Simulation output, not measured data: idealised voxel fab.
process module | voxel capacitor over wiring
cross-section cut | 255 nm wide | cells 5 nm
A cross-section is a grid of square cells, given in bands from the top down. A band is one or more rows of cells.
Each band's line starts with the height of the band's top and of its bottom, in nm. Then come its materials from left to right, each with its width in nm. One material with "throughout" fills the band from edge to edge. "air" is empty space.
Height 0 is the level under which the wafer as received is all one material. The lowest band goes on downwards, as in "0 down".
A width such as "30 to 40" changes by the same amount from each row of cells to the next, from the band's top row to its bottom row.
"no change" after a step means that no cell of the cross-section changed.
closed voids: empty space of 8 cells or more with no open way to the top, each as width x height at its distance from the left edge, in nm
after a step's settings: what the simulator itself notes on the step
overlay nm, on a step with a mask: how far to the right of its planned place the mask lay; to the left if negative
Each pair below shows a cross-section before one step and the cross-section after it, down to the lowest band that changed. The line under each pair gives the step between them, with its settings. The pairs can come from different runs of this module on the same starting wafer, so a pair continues from the pair above only where its "before" says so.
before
  95 to 90: air 90 | TiN 25 | air 140
  90 to 85: air 90 | TiN 5 | SiO2 15 | TiN 5 | air 140
  85 to 80: TiN 95 | SiO2 15 | TiN 145
  80 to 75: SiO2 85 | TiN 55 | SiO2 115
  75 to 70: SiO2 85 | SiN 55 | SiO2 115
  70 to 60: SiO2 80 | TiN 65 | SiO2 110
  60 to 40: lowk 85 | TiN 5 | Ru 5 | TiN 5 | lowk 155
  40 to 35: SiCN 85 | TiN 15 | SiCN 155
  35 to 20: lowk 75 | SiN 5 | W 20 | SiN 5 | lowk 40 | SiN 5 | W 20 | SiN 5 | lowk 80
  20 to 15: SiN 80 | TiN 20 | SiN 50 | TiN 20 | SiN 85
  15 to 0: SiO2 throughout
  0 down: Si throughout
  closed voids: none
after
  100 to 95: Ru throughout
  95 to 90: Ru 90 | TiN 25 | Ru 140
  90 to 85: Ru 90 | TiN 5 | SiO2 15 | TiN 5 | Ru 140
  below 85: unchanged
  closed voids: none
the step between: op FILL_DEP | material Ru | thk nm 5
before: the cross-section after the pair above
after
  90 to 85: Ru 90 | TiN 5 | SiO2 15 | TiN 5 | Ru 140
  below 85: unchanged
  closed voids: none
the step between: op CMP | height nm 90
before: the cross-section after the pair above
after
  95 to 90: SiCN throughout
  below 90: unchanged
  closed voids: none
the step between: op CONFORMAL_DEP | material SiCN | thk nm 5
